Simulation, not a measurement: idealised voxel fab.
process module | voxel ribs on slabs
cross-section cut | 235 nm wide | cells 5 nm
A cross-section is a grid of square cells, given in bands from the top down. A band is one or more rows of cells.
Each band's line starts with the height of the band's top and of its bottom, in nm. Then come its materials from left to right, each with its width in nm. One material with "throughout" fills the band from edge to edge. "air" is empty space.
Height 0 is the level under which the wafer as received is all one material. The lowest band goes on downwards, as in "0 down".
A width such as "30 to 40" changes by the same amount from each row of cells to the next, from the band's top row to its bottom row.
"no change" after a step means that no cell of the cross-section changed.
closed voids: empty space of 8 cells or more with no open way to the top, each as width x height at its distance from the left edge, in nm
after a step's settings: what the simulator itself notes on the step
overlay nm, on a step with a mask: how far to the right of its planned place the mask lay; to the left if negative
plan
1 op RECEIVE | material Si
2 op DIRECTIONAL_DEP | material SiO2 | thk nm 30
3 op DIRECTIONAL_DEP | material polySi | thk nm 15
4 op MASKED_ETCH | tone cover | mask id RIB | width nm 30 | etch materials polySi | depth nm 10 | overlay nm 0
5 op PATTERN | tone cover | mask id SLAB | material resist | width nm 90 | thk nm 15 | overlay nm 0
6 op DIRECTIONAL_ETCH | etch materials polySi | depth nm 5
7 op STRIP | etch materials resist
8 op FILL_DEP | material SiO2 | thk nm 15
9 op CMP | height nm 55
10 op DIRECTIONAL_DEP | material TiN | thk nm 5
11 op DIRECTIONAL_DEP | material aC | thk nm 10
12 op PATTERN | tone cover | mask id HEATER | material resist | width nm 40 | thk nm 25 | overlay nm 0
13 op DIRECTIONAL_ETCH | etch materials aC | depth nm 10
14 op STRIP | etch materials resist
15 op DIRECTIONAL_ETCH | etch materials TiN | depth nm 5
16 op STRIP | etch materials aC
17 op CONFORMAL_DEP | material SiN | thk nm 10
as received, after step 1
  0 down: Si throughout
  closed voids: none
a wafer at the end: this start, this plan, one mistake
  60 to 55: air 95 | TiN 40 | air 100
  55 to 45: SiO2 throughout
  45 to 35: SiO2 100 | polySi 30 | SiO2 105
  35 to 30: SiO2 70 | polySi 90 | SiO2 75
  30 to 0: SiO2 throughout
  0 down: Si throughout
  closed voids: none
what went wrong: step 17 was left out
